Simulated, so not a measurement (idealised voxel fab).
Documented hereafter: the process module known as voxel tone inversion.
Square cell edge 5 nm, section width 245 nm, ID cut.
Cross-section spec: square-cell grid; bands listed top down; each band is one or more rows.
Heads up on the band format: heights come first, top then bottom, in nm. After that it's the materials left to right, each with its width in nm. A single material flagged "full width" fills the whole band edge to edge, and "air" means there's empty space there.
Heads up on the height convention: 0 is the point under which the incoming wafer is all one material, and the lowest band has no bottom, it just keeps going down, like "0 nm and below".
Width spec "30 to 40" -> top row of cells at first value, bottom row at second value, equal per-row change in between.
Where the words "nothing got changed" appear for a step, the cross-section shows no cell changed by that step; every cell remained as before.
Enclosed voids (no open way to top), threshold 8 cells or more, entry "Trapped cavities", notation width x height at distance, distance from left edge, nm.
Text after the settings on a step's line: the simulator's own remark on that step.
You can add "overlay nm" to a step's line. For a step with a mask, it describes how far the mask lay to the right of its planned position, and a negative number describes a lay to the left.

The process steps that were planned are listed below
- 1: RECEIVE,material Si
- 2: CONFORMAL_DEP,material SiN,thk nm 5
- 3: DIRECTIONAL_DEP,material polySi,thk nm 15
- 4: PATTERN,tone cover,mask id POSTS,material resist,width nm 20,pitch nm 40,thk nm 20,overlay nm 0
- 5: DIRECTIONAL_ETCH,etch materials polySi,depth nm 15
- 6: STRIP,etch materials resist
- 7: FILL_DEP,material SiO2,thk nm 5
- 8: CMP,height nm 20
- 9: STRIP,etch materials polySi

Delivered wafer in cross-section: state after step 1
    0 nm and below: Si full width
    Trapped cavities: none

first wafer at the end, as planned
    20 nm to 5 nm: SiO2: 50  air: 20  SiO2: 20  air: 20  SiO2: 20  air: 20  SiO2: 20  air: 20  SiO2: 55
    5 nm to 0 nm: SiN full width
    0 nm and below: Si full width
    Trapped cavities: none

Cross-section, second wafer: same start as the first, same plan as the first, one mistake in running it; taken at the end of the module
    20 nm to 5 nm: air: 50  SiO2: 20  air: 20  SiO2: 20  air: 20  SiO2: 20  air: 20  SiO2: 20  air: 55
    5 nm to 0 nm: SiN full width
    0 nm and below: Si full width
    Trapped cavities: none
Diagnosis: note that step 4 departed from the planned setting and was carried out as PATTERN,tone open,mask id POSTS,material resist,width nm 20,pitch nm 40,thk nm 20,overlay nm 0
The second wafer ends with more or fewer cells of some materials than the first, per final count: SiO2: 51 fewer
